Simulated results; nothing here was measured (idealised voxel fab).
Title: Process Module voxel self aligned vias
Displayed cross-section: cut, width of 245 nm, square cells sized 5 nm.
Think of the cross-section as a grid of square cells. We describe it in bands, top to bottom, and each band covers one or more rows of those cells.
Read a band's entry like this: the first values are the height of its top and the height of its bottom in nm, and what follows is the sequence of materials from left to right, each with its width in nm. Note that "empty" is empty space, and that a single material marked "edge to edge" reaches across the band from edge to edge.
Heights are reckoned from 0. Under this level, the received wafer is all of one material. The bottommost band is open-ended downward, for example "from 0 down".
The notation "30..40" denotes a width that varies across the rows of cells in the band, beginning at the first number in the top row, finishing at the second number in the bottom row, and changing by an identical amount from each row to the next.
Where a step carries "nothing different", the cross-section came out of it unchanged, cell for cell.
This entry, "Sealed voids", enumerates those empty regions of no fewer than 8 cells that possess no open connection to the top. Each region is reported in the form width x height at distance, the distance being taken from the left edge, with all three quantities expressed in nm.
after a step's settings: what the simulator itself notes on the step
On any step carrying a mask, the "overlay nm" setting, if present on the step's line, tells how far right of its planned place the mask lay; negative values point to the left.

-- Process steps - plan
| 1 | RECEIVE [material Si] |
| 2 | CONFORMAL_DEP [material SiO2] [thk nm 10] |
| 3 | CONFORMAL_DEP [material SiCN] [thk nm 5] |
| 4 | DIRECTIONAL_DEP [material SiO2] [thk nm 20] |
| 5 | DIRECTIONAL_DEP [material aC] [thk nm 10] |
| 6 | PATTERN [tone open] [mask id LINES] [material resist] [width nm 30] [pitch nm 60] [thk nm 30] [overlay nm 0] |
| 7 | DIRECTIONAL_ETCH [etch materials aC] [depth nm 10] |
| 8 | STRIP [etch materials resist] |
| 9 | DIRECTIONAL_ETCH [etch materials SiO2] [depth nm 20] |
| 10 | STRIP [etch materials aC] |
| 11 | CONFORMAL_DEP [material TiN] [thk nm 5] |
| 12 | FILL_DEP [material W] [thk nm 10] |
| 13 | CMP [height nm 35] |
| 14 | SELECTIVE_ETCH [etch materials W Ru TiN] [depth nm 10] |
| 15 | FILL_DEP [material SiN] [thk nm 10] |
| 16 | CMP [height nm 35] |
| 17 | DIRECTIONAL_DEP [material SiO2] [thk nm 15] |
| 18 | MASKED_ETCH [tone open] [mask id VIAS] [width nm 40] [etch materials SiO2] [depth nm 15] [overlay nm 0] |
| 19 | MASKED_ETCH [tone open] [mask id VIAS] [width nm 40] [etch materials SiN] [depth nm 10] [overlay nm 0] |
| 20 | CONFORMAL_DEP [material TiN] [thk nm 5] |
| 21 | FILL_DEP [material W] [thk nm 5] |
| 22 | CMP [height nm 50] |
| 23 | CONFORMAL_DEP [material SiN] [thk nm 5] |

-- Cross-section of the wafer upon arrival, representing the state reached after step 1
    from 0 down  Si edge to edge
    Sealed voids: none

-- First wafer of two, sectioned at end of module; run went per plan
    from 55 to 50  SiN edge to edge
    from 50 to 40  SiO2 (70) / TiN (5) / W (30) / TiN (5) / SiO2 (135)
    from 40 to 35  SiO2 (70) / TiN (10) / W (20) / TiN (10) / SiO2 (135)
    from 35 to 30  SiO2 (75) / TiN (5) / W (20) / TiN (5) / SiO2 (30) / SiN (30) / SiO2 (80)
    from 30 to 25  SiO2 (75) / TiN (30) / SiO2 (30) / SiN (30) / SiO2 (80)
    from 25 to 20  SiO2 (75) / TiN (5) / W (20) / TiN (5) / SiO2 (30) / TiN (5) / W (20) / TiN (5) / SiO2 (80)
    from 20 to 15  SiO2 (75) / TiN (30) / SiO2 (30) / TiN (30) / SiO2 (80)
    from 15 to 10  SiCN edge to edge
    from 10 to 0  SiO2 edge to edge
    from 0 down  Si edge to edge
    Sealed voids: none

-- Wafer two, end of module, cross-section. Same start, same plan as wafer one. One mistake in the run
    from 55 to 50  SiN edge to edge
    from 50 to 35  SiO2 (70) / TiN (5) / SiO2 (30) / TiN (5) / SiO2 (135)
    from 35 to 25  SiO2 (75) / SiN (30) / SiO2 (30) / SiN (30) / SiO2 (80)
    from 25 to 20  SiO2 (75) / TiN (5) / W (20) / TiN (5) / SiO2 (30) / TiN (5) / W (20) / TiN (5) / SiO2 (80)
    from 20 to 15  SiO2 (75) / TiN (30) / SiO2 (30) / TiN (30) / SiO2 (80)
    from 15 to 10  SiCN edge to edge
    from 10 to 0  SiO2 edge to edge
    from 0 down  Si edge to edge
    Sealed voids: none
Diagnosis: the run placed steps 17 and 18 each in the position the plan gave to the other
at the end the second wafer has, in cells: 12 more of SiN | 18 more of SiO2 | 10 fewer of TiN | 20 fewer of W
